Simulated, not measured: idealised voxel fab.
The process module that follows is named voxel wiring stack.
Cross-section cut: width 280 nm, square cells of 5 nm.
Just so we're on the same page, the cross-sections are grids of square cells, and they're listed out in bands top to bottom, each band one or more rows deep.
Band: top height; bottom height; in nm. Then, left to right: material with width in nm, for each material. "everywhere": a single material spanning edge to edge. "empty": empty space.
Height datum 0, below which the as-received substrate wafer is one material. Lowest band open at the bottom, running downward: "0 -> down".
The notation "30 to 40" denotes a width that varies across the rows of cells in the band, beginning at the first number in the top row, finishing at the second number in the bottom row, and changing by an identical amount from each row to the next.
"left unchanged" means the step left every cell of the cross-section as it was.
Each empty space that has no open way to the top and spans at least 8 cells appears under "Sealed-off cavities" as width x height at distance, the distance counted from the left edge, all in nm.
Whatever follows a step's settings on its line is a remark the simulator itself makes about that step.
Regarding "overlay nm": on a step with a mask, it is the distance the mask lay to the right of its planned place; a negative value places it to the left.
THE PROCESS STEPS THAT WERE PLANNED ARE LISTED BELOW
| 1 | RECEIVE with material Si |
| 2 | CONFORMAL_DEP with material SiO2, thk nm 10 |
| 3 | CONFORMAL_DEP with material SiN, thk nm 5 |
| 4 | DIRECTIONAL_DEP with material lowk, thk nm 15 |
| 5 | PATTERN with tone open, mask id METAL_1, material resist, width nm 20, pitch nm 35, thk nm 15, overlay nm 0 |
| 6 | DIRECTIONAL_ETCH with etch materials lowk, depth nm 15 |
| 7 | DIRECTIONAL_ETCH with etch materials SiN, depth nm 5 |
| 8 | STRIP with etch materials resist |
| 9 | CONFORMAL_DEP with material TiN, thk nm 5 |
| 10 | FILL_DEP with material Ru, thk nm 5 |
| 11 | CMP with height nm 30 |
| 12 | CONFORMAL_DEP with material SiCN, thk nm 5 |
| 13 | DIRECTIONAL_DEP with material lowk, thk nm 30 |
| 14 | PATTERN with tone open, mask id METAL_2_HOLES, material resist, width nm 15, pitch nm 35, thk nm 20, overlay nm 0 |
| 15 | DIRECTIONAL_ETCH with etch materials lowk, depth nm 30 |
| 16 | STRIP with etch materials resist |
| 17 | DIRECTIONAL_DEP with material aC, thk nm 10 |
| 18 | PATTERN with tone open, mask id METAL_2, material resist, width nm 20, pitch nm 35, thk nm 30, overlay nm 0 |
| 19 | DIRECTIONAL_ETCH with etch materials aC, depth nm 10 |
| 20 | STRIP with etch materials resist |
| 21 | DIRECTIONAL_ETCH with etch materials lowk, depth nm 20 |
| 22 | DIRECTIONAL_ETCH with etch materials SiCN, depth nm 5 |
| 23 | STRIP with etch materials aC |
| 24 | CONFORMAL_DEP with material TiN, thk nm 5 |
| 25 | FILL_DEP with material Cu, thk nm 10 |
| 26 | CMP with height nm 65 |
| 27 | CONFORMAL_DEP with material SiCN, thk nm 5 |
| 28 | DIRECTIONAL_DEP with material SiO2, thk nm 15 |
| 29 | MASKED_ETCH with tone open, mask id PLUG_2, width nm 15, pitch nm 35, etch materials SiO2, depth nm 15, overlay nm 0 |
| 30 | MASKED_ETCH with tone open, mask id PLUG_2, width nm 15, pitch nm 35, etch materials SiCN, depth nm 5, overlay nm 0 |
| 31 | CONFORMAL_DEP with material TiN, thk nm 5 |
| 32 | FILL_DEP with material W, thk nm 5 |
| 33 | CMP with height nm 85 |
| 34 | CONFORMAL_DEP with material SiN, thk nm 5 |
| 35 | DIRECTIONAL_DEP with material SiO2, thk nm 15 |
| 36 | MASKED_ETCH with tone open, mask id METAL_3, width nm 20, pitch nm 35, etch materials SiO2, depth nm 15, overlay nm 0 |
| 37 | MASKED_ETCH with tone open, mask id METAL_3, width nm 20, pitch nm 35, etch materials SiN, depth nm 5, overlay nm 0 |
| 38 | CONFORMAL_DEP with material TiN, thk nm 5 |
| 39 | FILL_DEP with material Ru, thk nm 10 |
| 40 | CMP with height nm 105 |
| 41 | CONFORMAL_DEP with material SiCN, thk nm 5 |
| 42 | DIRECTIONAL_DEP with material lowk, thk nm 30 |
| 43 | MASKED_ETCH with tone open, mask id METAL_4, width nm 20, pitch nm 35, etch materials lowk, depth nm 15, overlay nm 0 |
| 44 | MASKED_ETCH with tone open, mask id METAL_4_HOLES, width nm 15, pitch nm 70, etch materials lowk, depth nm 15, overlay nm 0 |
| 45 | MASKED_ETCH with tone open, mask id METAL_4_HOLES, width nm 15, pitch nm 70, etch materials SiCN, depth nm 5, overlay nm 0 |
| 46 | CONFORMAL_DEP with material TiN, thk nm 5 |
| 47 | FILL_DEP with material Ru, thk nm 5 |
| 48 | CMP with height nm 140 |
| 49 | CONFORMAL_DEP with material SiN, thk nm 5 |
THIS IS THE CROSS-SECTION OF THE WAFER AS WE RECEIVED IT, I.E. AFTER STEP 1
    0 -> down = Si everywhere
    Sealed-off cavities: none
POST-MODULE CROSS-SECTION OF THE FIRST OF TWO WAFERS (RUN PER PLAN)
    145 -> 140 = SiN everywhere
    140 -> 130 = 95 of lowk, 5 of TiN, 10 of Ru, 5 of TiN, 15 of lowk, 5 of TiN, 10 of Ru, 5 of TiN, 15 of lowk, 5 of TiN, 10 of Ru, 5 of TiN, 95 of lowk
    130 -> 125 = 95 of lowk, 5 of TiN, 5 of Ru, 10 of TiN, 15 of lowk, 20 of TiN, 15 of lowk, 5 of TiN, 5 of Ru, 10 of TiN, 95 of lowk
    125 -> 110 = 95 of lowk, 5 of TiN, 5 of Ru, 5 of TiN, 55 of lowk, 5 of TiN, 5 of Ru, 5 of TiN, 100 of lowk
    110 -> 105 = 95 of SiCN, 15 of TiN, 55 of SiCN, 15 of TiN, 100 of SiCN
    105 -> 90 = 95 of SiO2, 5 of TiN, 10 of Ru, 5 of TiN, 15 of SiO2, 5 of TiN, 10 of Ru, 5 of TiN, 15 of SiO2, 5 of TiN, 10 of Ru, 5 of TiN, 95 of SiO2
    90 -> 85 = 95 of SiN, 20 of TiN, 15 of SiN, 20 of TiN, 15 of SiN, 20 of TiN, 95 of SiN
    85 -> 70 = 95 of SiO2, 5 of TiN, 5 of W, 5 of TiN, 20 of SiO2, 5 of TiN, 5 of W, 5 of TiN, 20 of SiO2, 5 of TiN, 5 of W, 5 of TiN, 100 of SiO2
    70 -> 65 = 95 of SiCN, 15 of TiN, 20 of SiCN, 15 of TiN, 20 of SiCN, 15 of TiN, 100 of SiCN
    65 -> 50 = 95 of lowk, 5 of TiN, 10 of Cu, 5 of TiN, 15 of lowk, 5 of TiN, 10 of Cu, 5 of TiN, 15 of lowk, 5 of TiN, 10 of Cu, 5 of TiN, 95 of lowk
    50 -> 45 = 95 of lowk, 5 of TiN, 5 of Cu, 10 of TiN, 15 of lowk, 5 of TiN, 5 of Cu, 10 of TiN, 15 of lowk, 5 of TiN, 5 of Cu, 10 of TiN, 95 of lowk
    45 -> 35 = 95 of lowk, 5 of TiN, 5 of Cu, 5 of TiN, 20 of lowk, 5 of TiN, 5 of Cu, 5 of TiN, 20 of lowk, 5 of TiN, 5 of Cu, 5 of TiN, 100 of lowk
    35 -> 30 = 95 of SiCN, 15 of TiN, 20 of SiCN, 15 of TiN, 20 of SiCN, 15 of TiN, 100 of SiCN
    30 -> 15 = 95 of lowk, 5 of TiN, 10 of Ru, 5 of TiN, 15 of lowk, 5 of TiN, 10 of Ru, 5 of TiN, 15 of lowk, 5 of TiN, 10 of Ru, 5 of TiN, 95 of lowk
    15 -> 10 = 95 of SiN, 20 of TiN, 15 of SiN, 20 of TiN, 15 of SiN, 20 of TiN, 95 of SiN
    10 -> 0 = SiO2 everywhere
    0 -> down = Si everywhere
    Sealed-off cavities: none
SECOND OF TWO WAFERS, MODULE COMPLETE, SECTIONED: IT SHARES THE FIRST WAFER'S START AND PLAN BUT WAS RUN WITH ONE MISTAKE
    145 -> 140 = SiN everywhere
    140 -> 130 = 95 of lowk, 5 of TiN, 10 of Ru, 5 of TiN, 15 of lowk, 5 of TiN, 10 of Ru, 5 of TiN, 15 of lowk, 5 of TiN, 10 of Ru, 5 of TiN, 95 of lowk
    130 -> 125 = 95 of lowk, 5 of TiN, 5 of Ru, 10 of TiN, 15 of lowk, 20 of TiN, 15 of lowk, 5 of TiN, 5 of Ru, 10 of TiN, 95 of lowk
    125 -> 110 = 95 of lowk, 5 of TiN, 5 of Ru, 5 of TiN, 55 of lowk, 5 of TiN, 5 of Ru, 5 of TiN, 100 of lowk
    110 -> 105 = 95 of SiCN, 15 of TiN, 55 of SiCN, 15 of TiN, 100 of SiCN
    105 -> 90 = 95 of SiO2, 5 of TiN, 10 of Ru, 5 of TiN, 15 of SiO2, 5 of TiN, 10 of Ru, 5 of TiN, 15 of SiO2, 5 of TiN, 10 of Ru, 5 of TiN, 95 of SiO2
    90 -> 85 = 95 of SiN, 20 of TiN, 15 of SiN, 20 of TiN, 15 of SiN, 20 of TiN, 95 of SiN
    85 -> 70 = 95 of SiO2, 5 of TiN, 5 of W, 5 of TiN, 20 of SiO2, 5 of TiN, 5 of W, 5 of TiN, 20 of SiO2, 5 of TiN, 5 of W, 5 of TiN, 100 of SiO2
    70 -> 65 = 95 of SiCN, 15 of TiN, 20 of SiCN, 15 of TiN, 20 of SiCN, 15 of TiN, 100 of SiCN
    65 -> 50 = 95 of lowk, 5 of TiN, 10 of Cu, 5 of TiN, 15 of lowk, 5 of TiN, 10 of Cu, 5 of TiN, 15 of lowk, 5 of TiN, 10 of Cu, 5 of TiN, 95 of lowk
    50 -> 45 = 95 of lowk, 5 of TiN, 5 of Cu, 10 of TiN, 15 of lowk, 5 of TiN, 5 of Cu, 10 of TiN, 15 of lowk, 5 of TiN, 5 of Cu, 10 of TiN, 95 of lowk
    45 -> 35 = 95 of lowk, 5 of TiN, 5 of Cu, 5 of TiN, 20 of lowk, 5 of TiN, 5 of Cu, 5 of TiN, 20 of lowk, 5 of TiN, 5 of Cu, 5 of TiN, 100 of lowk
    35 -> 30 = 95 of SiCN, 15 of TiN, 20 of SiCN, 15 of TiN, 20 of SiCN, 15 of TiN, 100 of SiCN
    30 -> 15 = 90 of lowk, 5 of TiN, 10 of Ru, 5 of TiN, 15 of lowk, 5 of TiN, 10 of Ru, 5 of TiN, 15 of lowk, 5 of TiN, 10 of Ru, 5 of TiN, 100 of lowk
    15 -> 10 = 90 of SiN, 20 of TiN, 15 of SiN, 20 of TiN, 15 of SiN, 20 of TiN, 100 of SiN
    10 -> 0 = SiO2 everywhere
    0 -> down = Si everywhere
    Sealed-off cavities: none
Heads up, the wafer didn't run the way we planned it: the process deviated at step 5: the operation and settings actually run there were PATTERN with tone open, mask id METAL_1, material resist, width nm 20, pitch nm 35, thk nm 15, overlay nm -5
At the end, the second wafer has the same number of cells of each material as the first, but those cells sit in other places.
